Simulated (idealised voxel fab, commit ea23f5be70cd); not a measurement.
process module | voxel wiring stack
cross-section cut | 195 nm wide | cells 5 nm
A cross-section is a grid of square cells, given in bands from the top down. A band is one or more rows of cells.
Each band's line starts with the height of the band's top and of its bottom, in nm. Then come its materials from left to right, each with its width in nm. One material with "throughout" fills the band from edge to edge. "air" is empty space.
Height 0 is the level under which the wafer as received is all one material. The lowest band goes on downwards, as in "0 down".
A width such as "30 to 40" changes by the same amount from each row of cells to the next, from the band's top row to its bottom row.
"no change" after a step means that no cell of the cross-section changed.
closed voids: empty space of 8 cells or more with no open way to the top, each as width x height at its distance from the left edge, in nm
after a step's settings: what the simulator itself notes on the step
overlay nm, on a step with a mask: how far to the right of its planned place the mask lay; to the left if negative
plan
1 op RECEIVE | material Si
2 op CONFORMAL_DEP | material SiO2 | thk nm 10
3 op DIRECTIONAL_DEP | material TiN | thk nm 5
4 op DIRECTIONAL_DEP | material W | thk nm 20
5 op DIRECTIONAL_DEP | material aC | thk nm 10
6 op PATTERN | tone cover | mask id METAL_1 | material resist | width nm 25 | pitch nm 50 | thk nm 25 | overlay nm 0
7 op DIRECTIONAL_ETCH | etch materials aC | depth nm 10
8 op STRIP | etch materials resist
9 op DIRECTIONAL_ETCH | etch materials W | depth nm 20
10 op DIRECTIONAL_ETCH | etch materials TiN | depth nm 5
11 op STRIP | etch materials aC
12 op FILL_DEP | material lowk | thk nm 5
13 op CMP | height nm 35
14 op CONFORMAL_DEP | material SiCN | thk nm 5
15 op DIRECTIONAL_DEP | material lowk | thk nm 10
16 op MASKED_ETCH | tone open | mask id PLUG_1 | width nm 15 | etch materials lowk | depth nm 10 | overlay nm 0
17 op MASKED_ETCH | tone open | mask id PLUG_1 | width nm 15 | etch materials SiCN | depth nm 5 | overlay nm 0
18 op CONFORMAL_DEP | material TiN | thk nm 5
19 op FILL_DEP | material W | thk nm 5
20 op CMP | height nm 50
21 op DIRECTIONAL_DEP | material TiN | thk nm 5
22 op DIRECTIONAL_DEP | material W | thk nm 20
23 op PATTERN | tone cover | mask id METAL_2 | material resist | width nm 25 | pitch nm 50 | thk nm 15 | overlay nm 0
24 op DIRECTIONAL_ETCH | etch materials W | depth nm 20
25 op DIRECTIONAL_ETCH | etch materials TiN | depth nm 5
26 op STRIP | etch materials resist
27 op CONFORMAL_DEP | material SiCN | thk nm 5
28 op FILL_DEP | material lowk | thk nm 10
29 op CMP | height nm 75
30 op CONFORMAL_DEP | material SiN | thk nm 5
first wafer, as planned
as received, after step 1
  0 down: Si throughout
  closed voids: none
after step 2
  10 to 0: SiO2 throughout
  below 0: unchanged
after step 3
  15 to 10: TiN throughout
  below 10: unchanged
after step 4
  35 to 15: W throughout
  below 15: unchanged
after step 5
  45 to 35: aC throughout
  below 35: unchanged
after step 6
  70 to 45: air 60 | resist 25 | air 25 | resist 25 | air 60
  below 45: unchanged
after step 7
  60 to 45: air 60 | resist 25 | air 25 | resist 25 | air 60
  45 to 35: air 60 | aC 25 | air 25 | aC 25 | air 60
  below 35: unchanged
after step 8
  45 to 35: air 60 | aC 25 | air 25 | aC 25 | air 60
  below 35: unchanged
after step 9
  45 to 35: air 60 | aC 25 | air 25 | aC 25 | air 60
  35 to 15: air 60 | W 25 | air 25 | W 25 | air 60
  below 15: unchanged
after step 10
  45 to 35: air 60 | aC 25 | air 25 | aC 25 | air 60
  35 to 15: air 60 | W 25 | air 25 | W 25 | air 60
  15 to 10: air 60 | TiN 25 | air 25 | TiN 25 | air 60
  below 10: unchanged
after step 11
  35 to 15: air 60 | W 25 | air 25 | W 25 | air 60
  below 15: unchanged
after step 12
  40 to 35: lowk throughout
  35 to 15: lowk 60 | W 25 | lowk 25 | W 25 | lowk 60
  15 to 10: lowk 60 | TiN 25 | lowk 25 | TiN 25 | lowk 60
  below 10: unchanged
after step 13
  35 to 15: lowk 60 | W 25 | lowk 25 | W 25 | lowk 60
  below 15: unchanged
after step 14
  40 to 35: SiCN throughout
  below 35: unchanged
after step 15
  50 to 40: lowk throughout
  below 40: unchanged
after step 16
  50 to 40: lowk 60 | air 15 | lowk 120
  below 40: unchanged
after step 17
  50 to 40: lowk 60 | air 15 | lowk 120
  40 to 35: SiCN 60 | air 15 | SiCN 120
  below 35: unchanged
after step 18
  55 to 50: TiN 65 | air 5 | TiN 125
  50 to 40: lowk 60 | TiN 5 | air 5 | TiN 5 | lowk 120
  40 to 35: SiCN 60 | TiN 15 | SiCN 120
  below 35: unchanged
after step 19
  60 to 55: W throughout
  55 to 50: TiN 65 | W 5 | TiN 125
  50 to 40: lowk 60 | TiN 5 | W 5 | TiN 5 | lowk 120
  below 40: unchanged
after step 20
  50 to 40: lowk 60 | TiN 5 | W 5 | TiN 5 | lowk 120
  below 40: unchanged
after step 21
  55 to 50: TiN throughout
  below 50: unchanged
after step 22
  75 to 55: W throughout
  below 55: unchanged
after step 23
  90 to 75: air 60 | resist 25 | air 25 | resist 25 | air 60
  below 75: unchanged
after step 24
  90 to 75: air 60 | resist 25 | air 25 | resist 25 | air 60
  75 to 55: air 60 | W 25 | air 25 | W 25 | air 60
  below 55: unchanged
after step 25
  90 to 75: air 60 | resist 25 | air 25 | resist 25 | air 60
  75 to 55: air 60 | W 25 | air 25 | W 25 | air 60
  55 to 50: air 60 | TiN 25 | air 25 | TiN 25 | air 60
  below 50: unchanged
after step 26
  75 to 55: air 60 | W 25 | air 25 | W 25 | air 60
  below 55: unchanged
after step 27
  80 to 75: air 55 | SiCN 35 | air 15 | SiCN 35 | air 55
  75 to 55: air 55 | SiCN 5 | W 25 | SiCN 5 | air 15 | SiCN 5 | W 25 | SiCN 5 | air 55
  55 to 50: SiCN 60 | TiN 25 | SiCN 25 | TiN 25 | SiCN 60
  below 50: unchanged
after step 28
  90 to 80: lowk throughout
  80 to 75: lowk 55 | SiCN 35 | lowk 15 | SiCN 35 | lowk 55
  75 to 55: lowk 55 | SiCN 5 | W 25 | SiCN 5 | lowk 15 | SiCN 5 | W 25 | SiCN 5 | lowk 55
  below 55: unchanged
after step 29
  75 to 55: lowk 55 | SiCN 5 | W 25 | SiCN 5 | lowk 15 | SiCN 5 | W 25 | SiCN 5 | lowk 55
  below 55: unchanged
after step 30
  80 to 75: SiN throughout
  below 75: unchanged
second wafer: like start, like plan, one mistake. Through step 22 it matches the first wafer
when step 23 should have ended
  90 to 75: air 65 | resist 20 | air 30 | resist 20 | air 60
  below 75: unchanged
when step 24 should have ended
  90 to 75: air 65 | resist 20 | air 30 | resist 20 | air 60
  75 to 55: air 65 | W 20 | air 30 | W 20 | air 60
  below 55: unchanged
when step 25 should have ended
  90 to 75: air 65 | resist 20 | air 30 | resist 20 | air 60
  75 to 55: air 65 | W 20 | air 30 | W 20 | air 60
  55 to 50: air 65 | TiN 20 | air 30 | TiN 20 | air 60
  below 50: unchanged
when step 26 should have ended
  75 to 55: air 65 | W 20 | air 30 | W 20 | air 60
  below 55: unchanged
when step 27 should have ended
  80 to 75: air 60 | SiCN 30 | air 20 | SiCN 30 | air 55
  75 to 55: air 60 | SiCN 5 | W 20 | SiCN 5 | air 20 | SiCN 5 | W 20 | SiCN 5 | air 55
  55 to 50: SiCN 65 | TiN 20 | SiCN 30 | TiN 20 | SiCN 60
  below 50: unchanged
when step 28 should have ended
  90 to 80: lowk throughout
  80 to 75: lowk 60 | SiCN 30 | lowk 20 | SiCN 30 | lowk 55
  75 to 55: lowk 60 | SiCN 5 | W 20 | SiCN 5 | lowk 20 | SiCN 5 | W 20 | SiCN 5 | lowk 55
  below 55: unchanged
when step 29 should have ended
  75 to 55: lowk 60 | SiCN 5 | W 20 | SiCN 5 | lowk 20 | SiCN 5 | W 20 | SiCN 5 | lowk 55
  below 55: unchanged
when step 30 should have ended
  80 to 75: SiN throughout
  below 75: unchanged
what went wrong: step 23 ran as: op PATTERN | tone cover | mask id METAL_2 | material resist | width nm 20 | pitch nm 50 | thk nm 15 | overlay nm 0
at the end the second wafer has, in cells: 2 more of SiCN | 2 fewer of TiN | 8 fewer of W | 8 more of lowk
